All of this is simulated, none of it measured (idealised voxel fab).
process module | voxel capacitor over wiring
cross-section cut | 280 nm wide | cells 5 nm
A cross-section is a grid of square cells, given in bands from the top down. A band is one or more rows of cells.
Each band's line starts with the height of the band's top and of its bottom, in nm. Then come its materials from left to right, each with its width in nm. One material with "throughout" fills the band from edge to edge. "air" is empty space.
Height 0 is the level under which the wafer as received is all one material. The lowest band goes on downwards, as in "0 down".
A width such as "30 to 40" changes by the same amount from each row of cells to the next, from the band's top row to its bottom row.
"no change" after a step means that no cell of the cross-section changed.
closed voids: empty space of 8 cells or more with no open way to the top, each as width x height at its distance from the left edge, in nm
after a step's settings: what the simulator itself notes on the step
overlay nm, on a step with a mask: how far to the right of its planned place the mask lay; to the left if negative
plan
1 op RECEIVE | material Si
2 op CONFORMAL_DEP | material SiO2 | thk nm 15
3 op CONFORMAL_DEP | material SiN | thk nm 5
4 op DIRECTIONAL_DEP | material lowk | thk nm 20
5 op PATTERN | tone open | mask id METAL_1 | material resist | width nm 30 | pitch nm 80 | thk nm 15 | overlay nm 0
6 op DIRECTIONAL_ETCH | etch materials lowk | depth nm 20
7 op DIRECTIONAL_ETCH | etch materials SiN | depth nm 5
8 op STRIP | etch materials resist
9 op CONFORMAL_DEP | material TiN | thk nm 5
10 op FILL_DEP | material W | thk nm 5
11 op CMP | height nm 40
12 op CONFORMAL_DEP | material SiCN | thk nm 5
13 op DIRECTIONAL_DEP | material SiO2 | thk nm 10
14 op DIRECTIONAL_DEP | material aC | thk nm 10
15 op PATTERN | tone open | mask id PLUG_1 | material resist | width nm 15 | thk nm 30 | overlay nm 0
16 op DIRECTIONAL_ETCH | etch materials aC | depth nm 10
17 op STRIP | etch materials resist
18 op DIRECTIONAL_ETCH | etch materials SiO2 | depth nm 10
19 op DIRECTIONAL_ETCH | etch materials SiCN | depth nm 5
20 op STRIP | etch materials aC
21 op CONFORMAL_DEP | material TiN | thk nm 5
22 op FILL_DEP | material Ru | thk nm 5
23 op CMP | height nm 55
24 op DIRECTIONAL_DEP | material TiN | thk nm 10
25 op DIRECTIONAL_DEP | material Al2O3 | thk nm 5
26 op DIRECTIONAL_DEP | material TiN | thk nm 5
27 op MASKED_ETCH | tone cover | mask id UPPER_PLATE | width nm 55 | etch materials TiN | depth nm 5 | overlay nm 0
28 op MASKED_ETCH | tone cover | mask id UPPER_PLATE | width nm 55 | etch materials Al2O3 | depth nm 5 | overlay nm 0
29 op PATTERN | tone cover | mask id LOWER_PLATE | material resist | width nm 65 | thk nm 15 | overlay nm 0
30 op DIRECTIONAL_ETCH | etch materials TiN | depth nm 10
31 op STRIP | etch materials resist
32 op FILL_DEP | material SiO2 | thk nm 15
33 op CMP | height nm 85
34 op PATTERN | tone open | mask id PLUG_2 | material resist | width nm 15 | thk nm 15 | overlay nm 0
35 op DIRECTIONAL_ETCH | etch materials SiO2 | depth nm 10
36 op STRIP | etch materials resist
37 op CONFORMAL_DEP | material TiN | thk nm 5
38 op FILL_DEP | material Cu | thk nm 5
39 op CMP | height nm 85
40 op CONFORMAL_DEP | material SiCN | thk nm 5
as received, after step 1
  0 down: Si throughout
  closed voids: none
a wafer at the end: this start, this plan, one mistake
  90 to 85: SiCN throughout
  85 to 80: SiO2 110 | TiN 5 | Cu 5 | TiN 5 | SiO2 155
  80 to 70: SiO2 110 to 100 | TiN 15 to 55 | SiO2 155 to 125
  70 to 65: SiO2 100 | Al2O3 55 | SiO2 125
  65 to 55: SiO2 95 | TiN 65 | SiO2 120
  55 to 45: SiO2 100 | TiN 5 | Ru 5 | TiN 5 | SiO2 165
  45 to 40: SiCN 100 | TiN 15 | SiCN 165
  40 to 20: lowk 85 | TiN 5 | Ru 20 | TiN 5 | lowk 50 | TiN 5 | Ru 20 | TiN 5 | lowk 85
  20 to 15: SiN 85 | TiN 30 | SiN 50 | TiN 30 | SiN 85
  15 to 0: SiO2 throughout
  0 down: Si throughout
  closed voids: none
what went wrong: step 10 ran as: op FILL_DEP | material Ru | thk nm 5
